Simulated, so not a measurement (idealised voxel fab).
The following is a process module called voxel capacitor over wiring.
The cross-section shown here is cut; it is 175 nm wide and divided into square cells measuring 5 nm on a side.
For the purposes of this document, a cross-section shall be understood as a grid of square cells, specified as bands listed in top-to-bottom order, each band consisting of one or more rows of cells.
Band: top and bottom heights (nm) first, top before bottom; then materials from left to right, widths in nm. "everywhere" marks a sole material filling the band edge to edge. "air" denotes empty space.
Height is counted from the level 0, under which the received wafer is composed throughout of one material. The lowest of the bands is not closed at the bottom but continues downward, in the notation "0 nm and below".
It should be noted that a width expressed as "30->40" varies in equal increments from row to row of cells within the band, taking the value of the first number at the top row and that of the second number at the bottom row.
"identical to before" (step): cross-section cells unchanged, all of them.
For the entry "Enclosed internal voids", the listed items are empty spaces with no open way to the top whose size is 8 cells or more; each item follows the pattern width x height at distance, where distance is from the left edge and all three are in nm.
If you see something after the settings on a step's line, that's the simulator's own remark about that step.
Among the settings permitted on a step's line is "overlay nm"; applied to a step with a mask, it specifies the extent to which the mask lay to the right of its planned position, whereas a negative figure signifies a position to the left.
## The steps planned for the process are as follows
1. op RECEIVE | material Si
2. op CONFORMAL_DEP | material SiO2 | thk nm 15
3. op DIRECTIONAL_DEP | material TiN | thk nm 5
4. op DIRECTIONAL_DEP | material Ru | thk nm 20
5. op PATTERN | tone cover | mask id METAL_1 | material resist | width nm 20 | pitch nm 70 | thk nm 15 | overlay nm 0
6. op DIRECTIONAL_ETCH | etch materials Ru | depth nm 20
7. op DIRECTIONAL_ETCH | etch materials TiN | depth nm 5
8. op STRIP | etch materials resist
9. op FILL_DEP | material lowk | thk nm 10
10. op CMP | height nm 40
11. op CONFORMAL_DEP | material SiCN | thk nm 5
12. op DIRECTIONAL_DEP | material SiO2 | thk nm 20
13. op PATTERN | tone open | mask id PLUG_1 | material resist | width nm 15 | thk nm 20 | overlay nm 0
14. op DIRECTIONAL_ETCH | etch materials SiO2 | depth nm 20
15. op DIRECTIONAL_ETCH | etch materials SiCN | depth nm 5
16. op STRIP | etch materials resist
17. op CONFORMAL_DEP | material TiN | thk nm 5
18. op FILL_DEP | material Ru | thk nm 10
19. op CMP | height nm 65
20. op DIRECTIONAL_DEP | material TiN | thk nm 5
21. op DIRECTIONAL_DEP | material SiN | thk nm 5
22. op DIRECTIONAL_DEP | material TiN | thk nm 5
23. op PATTERN | tone cover | mask id UPPER_PLATE | material resist | width nm 55 | thk nm 20 | overlay nm 0
24. op DIRECTIONAL_ETCH | etch materials TiN | depth nm 5
25. op DIRECTIONAL_ETCH | etch materials SiN | depth nm 5
26. op STRIP | etch materials resist
27. op MASKED_ETCH | tone cover | mask id LOWER_PLATE | width nm 65 | etch materials TiN | depth nm 5 | overlay nm 0
28. op FILL_DEP | material SiO2 | thk nm 15
29. op CMP | height nm 90
30. op DIRECTIONAL_DEP | material aC | thk nm 10
31. op PATTERN | tone open | mask id PLUG_2 | material resist | width nm 15 | thk nm 25 | overlay nm 0
32. op DIRECTIONAL_ETCH | etch materials aC | depth nm 10
33. op STRIP | etch materials resist
34. op DIRECTIONAL_ETCH | etch materials SiO2 | depth nm 10
35. op STRIP | etch materials aC
36. op CONFORMAL_DEP | material TiN | thk nm 5
37. op FILL_DEP | material W | thk nm 5
38. op CMP | height nm 90
39. op CONFORMAL_DEP | material SiCN | thk nm 5
## First wafer out of two, processed as planned
## Cross-section of the incoming wafer, state after step 1
> 0 nm and below = Si everywhere
> Enclosed internal voids: none
## The following cross-section depicts the wafer upon completion of step 2
> 15 nm to 0 nm = SiO2 everywhere
> All layers under 0 are left as they were.
## The following cross-section depicts the wafer upon completion of step 3
> 20 nm to 15 nm = TiN everywhere
> All layers under 15 are left as they were.
## The following cross-section depicts the wafer upon completion of step 4
> 40 nm to 20 nm = Ru everywhere
> All layers under 20 are left as they were.
## The following cross-section depicts the wafer upon completion of step 5
> 55 nm to 40 nm = 40 of air  20 of resist  50 of air  20 of resist  45 of air
> All layers under 40 are left as they were.
## The following cross-section depicts the wafer upon completion of step 6
> 55 nm to 40 nm = 40 of air  20 of resist  50 of air  20 of resist  45 of air
> 40 nm to 20 nm = 40 of air  20 of Ru  50 of air  20 of Ru  45 of air
> All layers under 20 are left as they were.
## The following cross-section depicts the wafer upon completion of step 7
> 55 nm to 40 nm = 40 of air  20 of resist  50 of air  20 of resist  45 of air
> 40 nm to 20 nm = 40 of air  20 of Ru  50 of air  20 of Ru  45 of air
> 20 nm to 15 nm = 40 of air  20 of TiN  50 of air  20 of TiN  45 of air
> All layers under 15 are left as they were.
## The following cross-section depicts the wafer upon completion of step 8
> 40 nm to 20 nm = 40 of air  20 of Ru  50 of air  20 of Ru  45 of air
> All layers under 20 are left as they were.
## The following cross-section depicts the wafer upon completion of step 9
> 50 nm to 40 nm = lowk everywhere
> 40 nm to 20 nm = 40 of lowk  20 of Ru  50 of lowk  20 of Ru  45 of lowk
> 20 nm to 15 nm = 40 of lowk  20 of TiN  50 of lowk  20 of TiN  45 of lowk
> All layers under 15 are left as they were.
## The following cross-section depicts the wafer upon completion of step 10
> 40 nm to 20 nm = 40 of lowk  20 of Ru  50 of lowk  20 of Ru  45 of lowk
> All layers under 20 are left as they were.
## The following cross-section depicts the wafer upon completion of step 11
> 45 nm to 40 nm = SiCN everywhere
> All layers under 40 are left as they were.
## The following cross-section depicts the wafer upon completion of step 12
> 65 nm to 45 nm = SiO2 everywhere
> All layers under 45 are left as they were.
## The following cross-section depicts the wafer upon completion of step 13
> 85 nm to 65 nm = 45 of resist  15 of air  115 of resist
> All layers under 65 are left as they were.
## The following cross-section depicts the wafer upon completion of step 14
> 85 nm to 65 nm = 45 of resist  15 of air  115 of resist
> 65 nm to 45 nm = 45 of SiO2  15 of air  115 of SiO2
> All layers under 45 are left as they were.
## The following cross-section depicts the wafer upon completion of step 15
> 85 nm to 65 nm = 45 of resist  15 of air  115 of resist
> 65 nm to 45 nm = 45 of SiO2  15 of air  115 of SiO2
> 45 nm to 40 nm = 45 of SiCN  15 of air  115 of SiCN
> All layers under 40 are left as they were.
## The following cross-section depicts the wafer upon completion of step 16
> 65 nm to 45 nm = 45 of SiO2  15 of air  115 of SiO2
> All layers under 45 are left as they were.
## The following cross-section depicts the wafer upon completion of step 17
> 70 nm to 65 nm = 50 of TiN  5 of air  120 of TiN
> 65 nm to 45 nm = 45 of SiO2  5 of TiN  5 of air  5 of TiN  115 of SiO2
> 45 nm to 40 nm = 45 of SiCN  15 of TiN  115 of SiCN
> All layers under 40 are left as they were.
## The following cross-section depicts the wafer upon completion of step 18
> 80 nm to 70 nm = Ru everywhere
> 70 nm to 65 nm = 50 of TiN  5 of Ru  120 of TiN
> 65 nm to 45 nm = 45 of SiO2  5 of TiN  5 of Ru  5 of TiN  115 of SiO2
> All layers under 45 are left as they were.
## The following cross-section depicts the wafer upon completion of step 19
> 65 nm to 45 nm = 45 of SiO2  5 of TiN  5 of Ru  5 of TiN  115 of SiO2
> All layers under 45 are left as they were.
## The following cross-section depicts the wafer upon completion of step 20
> 70 nm to 65 nm = TiN everywhere
> All layers under 65 are left as they were.
## The following cross-section depicts the wafer upon completion of step 21
> 75 nm to 70 nm = SiN everywhere
> All layers under 70 are left as they were.
## The following cross-section depicts the wafer upon completion of step 22
> 80 nm to 75 nm = TiN everywhere
> All layers under 75 are left as they were.
## The following cross-section depicts the wafer upon completion of step 23
> 100 nm to 80 nm = 45 of air  55 of resist  75 of air
> All layers under 80 are left as they were.
## The following cross-section depicts the wafer upon completion of step 24
> 100 nm to 80 nm = 45 of air  55 of resist  75 of air
> 80 nm to 75 nm = 45 of air  55 of TiN  75 of air
> All layers under 75 are left as they were.
## The following cross-section depicts the wafer upon completion of step 25
> 100 nm to 80 nm = 45 of air  55 of resist  75 of air
> 80 nm to 75 nm = 45 of air  55 of TiN  75 of air
> 75 nm to 70 nm = 45 of air  55 of SiN  75 of air
> All layers under 70 are left as they were.
## The following cross-section depicts the wafer upon completion of step 26
> 80 nm to 75 nm = 45 of air  55 of TiN  75 of air
> All layers under 75 are left as they were.
## The following cross-section depicts the wafer upon completion of step 27
> 80 nm to 75 nm = 45 of air  55 of TiN  75 of air
> 75 nm to 70 nm = 45 of air  55 of SiN  75 of air
> 70 nm to 65 nm = 40 of air  65 of TiN  70 of air
> All layers under 65 are left as they were.
## The following cross-section depicts the wafer upon completion of step 28
> 95 nm to 80 nm = SiO2 everywhere
> 80 nm to 75 nm = 45 of SiO2  55 of TiN  75 of SiO2
> 75 nm to 70 nm = 45 of SiO2  55 of SiN  75 of SiO2
> 70 nm to 65 nm = 40 of SiO2  65 of TiN  70 of SiO2
> All layers under 65 are left as they were.
## The following cross-section depicts the wafer upon completion of step 29
> 90 nm to 80 nm = SiO2 everywhere
> All layers under 80 are left as they were.
## The following cross-section depicts the wafer upon completion of step 30
> 100 nm to 90 nm = aC everywhere
> All layers under 90 are left as they were.
## The following cross-section depicts the wafer upon completion of step 31
> 125 nm to 100 nm = 55 of resist  15 of air  105 of resist
> All layers under 100 are left as they were.
## The following cross-section depicts the wafer upon completion of step 32
> 115 nm to 100 nm = 55 of resist  15 of air  105 of resist
> 100 nm to 90 nm = 55 of aC  15 of air  105 of aC
> All layers under 90 are left as they were.
## The following cross-section depicts the wafer upon completion of step 33
> 100 nm to 90 nm = 55 of aC  15 of air  105 of aC
> All layers under 90 are left as they were.
## The following cross-section depicts the wafer upon completion of step 34
> 100 nm to 90 nm = 55 of aC  15 of air  105 of aC
> 90 nm to 80 nm = 55 of SiO2  15 of air  105 of SiO2
> All layers under 80 are left as they were.
## The following cross-section depicts the wafer upon completion of step 35
> 90 nm to 80 nm = 55 of SiO2  15 of air  105 of SiO2
> All layers under 80 are left as they were.
## The following cross-section depicts the wafer upon completion of step 36
> 95 nm to 90 nm = 60 of TiN  5 of air  110 of TiN
> 90 nm to 85 nm = 55 of SiO2  5 of TiN  5 of air  5 of TiN  105 of SiO2
> 85 nm to 75 nm = 55->45 of SiO2  15->55 of TiN  105->75 of SiO2
> All layers under 75 are left as they were.
## The following cross-section depicts the wafer upon completion of step 37
> 100 nm to 95 nm = W everywhere
> 95 nm to 90 nm = 60 of TiN  5 of W  110 of TiN
> 90 nm to 85 nm = 55 of SiO2  5 of TiN  5 of W  5 of TiN  105 of SiO2
> All layers under 85 are left as they were.
## The following cross-section depicts the wafer upon completion of step 38
> 90 nm to 85 nm = 55 of SiO2  5 of TiN  5 of W  5 of TiN  105 of SiO2
> All layers under 85 are left as they were.
## The following cross-section depicts the wafer upon completion of step 39
> 95 nm to 90 nm = SiCN everywhere
> All layers under 90 are left as they were.
## Companion wafer, the second of two: same beginning, same intended sequence, one mistake in carrying it out; through step 30 inclusive it tracks the first exactly
## Cross-sectional representation of the second wafer at the time designated in the plan for the completion of step 31
> 125 nm to 100 nm = 55 of air  15 of resist  105 of air
> All layers under 100 are left as they were.
## Cross-sectional representation of the second wafer at the time designated in the plan for the completion of step 32
> 115 nm to 100 nm = 55 of air  15 of resist  105 of air
> 100 nm to 90 nm = 55 of air  15 of aC  105 of air
> All layers under 90 are left as they were.
## Cross-sectional representation of the second wafer at the time designated in the plan for the completion of step 33
> 100 nm to 90 nm = 55 of air  15 of aC  105 of air
> All layers under 90 are left as they were.
## Cross-sectional representation of the second wafer at the time designated in the plan for the completion of step 34
> 100 nm to 90 nm = 55 of air  15 of aC  105 of air
> 90 nm to 80 nm = 55 of air  15 of SiO2  105 of air
> All layers under 80 are left as they were.
## Cross-sectional representation of the second wafer at the time designated in the plan for the completion of step 35
> 90 nm to 80 nm = 55 of air  15 of SiO2  105 of air
> All layers under 80 are left as they were.
## Cross-sectional representation of the second wafer at the time designated in the plan for the completion of step 36
> 95 nm to 90 nm = 50 of air  25 of TiN  100 of air
> 90 nm to 85 nm = 50 of air  5 of TiN  15 of SiO2  5 of TiN  100 of air
> 85 nm to 80 nm = 55 of TiN  15 of SiO2  105 of TiN
> All layers under 80 are left as they were.
## Cross-sectional representation of the second wafer at the time designated in the plan for the completion of step 37
> 100 nm to 95 nm = W everywhere
> 95 nm to 90 nm = 50 of W  25 of TiN  100 of W
> 90 nm to 85 nm = 50 of W  5 of TiN  15 of SiO2  5 of TiN  100 of W
> All layers under 85 are left as they were.
## Cross-sectional representation of the second wafer at the time designated in the plan for the completion of step 38
> 90 nm to 85 nm = 50 of W  5 of TiN  15 of SiO2  5 of TiN  100 of W
> All layers under 85 are left as they were.
## Cross-sectional representation of the second wafer at the time designated in the plan for the completion of step 39
> 95 nm to 90 nm = SiCN everywhere
> All layers under 90 are left as they were.
What was done differently from what was planned? not per plan at step 31, really ran op PATTERN | tone cover | mask id PLUG_2 | material resist | width nm 15 | thk nm 25 | overlay nm 0
Heads up, by the end the second wafer has more or fewer cells of some materials compared to the first: 58 fewer of SiO2; 29 more of TiN; 29 more of W
